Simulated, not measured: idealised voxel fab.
Herein follows the process module entitled voxel wiring stack.
It is cross-section cut that appears here, measuring 240 nm in width, its square cells being 5 nm in size.
Cross-section, as written here: a square-cell grid given band by band from the top down, where a band holds one or more rows of cells. Read a band's entry like this: the first values are the height of its top and the height of its bottom in nm, and what follows is the sequence of materials from left to right, each with its width in nm. Note that "air" is empty space, and that a single material marked "edge to edge" reaches across the band from edge to edge. Heights from 0 (as-received wafer is one material below). Bottom band endless downward, as "0 -> down". Top row gets the first number, bottom row gets the second, and each row in between changes by the same step: that is how a band width like "30 to 40" works. What does "no change" mean for a step? It means no cell of the cross-section changed in that step. The list in "Non-vented voids" covers empty spaces of 8 cells or more that cannot reach the top through any open way, and it gives each as width x height at distance; the distance is from the left edge, and width, height and distance are in nm. Where a step's line continues beyond its settings, the continuation is a remark by the simulator itself on that step. "overlay nm" denotes, for a step that has a mask, the displacement of the mask to the right of its planned place, with negative values corresponding to the left.

Steps planned for the process
1. RECEIVE (material Si)
2. CONFORMAL_DEP (material SiO2; thk nm 15)
3. DIRECTIONAL_DEP (material TiN; thk nm 5)
4. DIRECTIONAL_DEP (material Ru; thk nm 20)
5. MASKED_ETCH (tone cover; mask id METAL_1; width nm 25; pitch nm 40; etch materials Ru; depth nm 20; overlay nm 0)
6. MASKED_ETCH (tone cover; mask id METAL_1; width nm 25; pitch nm 40; etch materials TiN; depth nm 5; overlay nm 0)
7. FILL_DEP (material SiO2; thk nm 5)
8. CMP (height nm 40)
9. CONFORMAL_DEP (material SiCN; thk nm 5)
10. DIRECTIONAL_DEP (material lowk; thk nm 15)
11. MASKED_ETCH (tone open; mask id PLUG_1; width nm 15; pitch nm 40; etch materials lowk; depth nm 15; overlay nm 0)
12. MASKED_ETCH (tone open; mask id PLUG_1; width nm 15; pitch nm 40; etch materials SiCN; depth nm 5; overlay nm 0)
13. EPI (material Ru; thk nm 10)
14. EPI (material Ru; thk nm 10)
15. CONFORMAL_DEP (material SiN; thk nm 5)
16. DIRECTIONAL_DEP (material SiO2; thk nm 15)
17. DIRECTIONAL_DEP (material aC; thk nm 15)
18. PATTERN (tone open; mask id METAL_2; material resist; width nm 25; pitch nm 40; thk nm 30; overlay nm 0)
19. DIRECTIONAL_ETCH (etch materials aC; depth nm 15)
20. STRIP (etch materials resist)
21. DIRECTIONAL_ETCH (etch materials SiO2; depth nm 15)
22. DIRECTIONAL_ETCH (etch materials SiN; depth nm 5)
23. STRIP (etch materials aC)
24. CONFORMAL_DEP (material TiN; thk nm 5)
25. FILL_DEP (material Cu; thk nm 5)
26. CMP (height nm 80)
27. CONFORMAL_DEP (material SiCN; thk nm 5)
28. DIRECTIONAL_DEP (material SiO2; thk nm 25)
29. MASKED_ETCH (tone open; mask id METAL_3_HOLES; width nm 15; etch materials SiO2; depth nm 25; overlay nm 0)
30. DIRECTIONAL_DEP (material aC; thk nm 15)
31. PATTERN (tone open; mask id METAL_3; material resist; width nm 25; pitch nm 40; thk nm 30; overlay nm 0)
32. DIRECTIONAL_ETCH (etch materials aC; depth nm 15)
33. STRIP (etch materials resist)
34. DIRECTIONAL_ETCH (etch materials SiO2; depth nm 15)
35. DIRECTIONAL_ETCH (etch materials SiCN; depth nm 5)
36. STRIP (etch materials aC)
37. CONFORMAL_DEP (material TiN; thk nm 5)
38. FILL_DEP (material Ru; thk nm 10)
39. CMP (height nm 110)
40. CONFORMAL_DEP (material SiCN; thk nm 5)
41. DIRECTIONAL_DEP (material SiO2; thk nm 30)
42. PATTERN (tone open; mask id METAL_4; material resist; width nm 25; pitch nm 40; thk nm 20; overlay nm 0)
43. DIRECTIONAL_ETCH (etch materials SiO2; depth nm 20)
44. STRIP (etch materials resist)
45. MASKED_ETCH (tone open; mask id METAL_4_HOLES; width nm 15; pitch nm 40; etch materials SiO2; depth nm 10; overlay nm 0)
46. MASKED_ETCH (tone open; mask id METAL_4_HOLES; width nm 15; pitch nm 40; etch materials SiCN; depth nm 5; overlay nm 0)
47. CONFORMAL_DEP (material TiN; thk nm 5)
48. FILL_DEP (material Cu; thk nm 5)
49. CMP (height nm 145)
50. CONFORMAL_DEP (material SiN; thk nm 5)

Wafer at receipt (post step 1), cross-section
- 0 -> down | Si edge to edge
- Non-vented voids: none

Starting wafer: above. Plan: above. Run: one mistake. Cross-section after the module: below
- 150 -> 145 | SiN edge to edge
- 145 -> 130 | SiO2 (85) | TiN (5) | Cu (15) | TiN (5) | SiO2 (15) | TiN (5) | Cu (15) | TiN (5) | SiO2 (90)
- 130 -> 125 | SiO2 (85) | TiN (5) | Cu (5) | TiN (15) | SiO2 (15) | TiN (5) | Cu (5) | TiN (15) | SiO2 (90)
- 125 -> 115 | SiO2 (85) | TiN (5) | Cu (5) | TiN (5) | SiO2 (25) | TiN (5) | Cu (5) | TiN (5) | SiO2 (100)
- 115 -> 110 | SiCN (85) | TiN (15) | SiCN (25) | TiN (15) | SiCN (100)
- 110 -> 100 | SiO2 (85) | TiN (5) | Ru (15) | TiN (5) | SiO2 (15) | TiN (5) | Ru (15) | TiN (5) | SiO2 (90)
- 100 -> 95 | SiO2 (85) | TiN (5) | Ru (5) | TiN (15) | SiO2 (15) | TiN (25) | SiO2 (90)
- 95 -> 85 | SiO2 (85) | TiN (5) | Ru (5) | TiN (5) | SiO2 (140)
- 85 -> 80 | SiCN (85) | TiN (15) | SiCN (140)
- 80 -> 65 | SiO2 (85) | TiN (5) | Cu (15) | TiN (5) | SiO2 (15) | TiN (5) | Cu (15) | TiN (5) | SiO2 (90)
- 65 -> 60 | SiN (85) | TiN (25) | SiN (15) | TiN (25) | SiN (90)
- 60 -> 45 | lowk (85) | Ru (15) | lowk (25) | Ru (15) | lowk (100)
- 45 -> 40 | SiCN (85) | Ru (15) | SiCN (25) | Ru (15) | SiCN (100)
- 40 -> 20 | SiO2 (85) | Ru (25) | SiO2 (15) | Ru (25) | SiO2 (90)
- 20 -> 15 | SiO2 (85) | TiN (30) | SiO2 (10) | TiN (30) | SiO2 (85)
- 15 -> 0 | SiO2 edge to edge
- 0 -> down | Si edge to edge
- Non-vented voids: none
Nonconformance to the process plan: step 6 was run on a setting that differed from the plan, and what really ran there is MASKED_ETCH (tone cover; mask id METAL_1; width nm 25; pitch nm 40; etch materials TiN; depth nm 5; overlay nm 5)
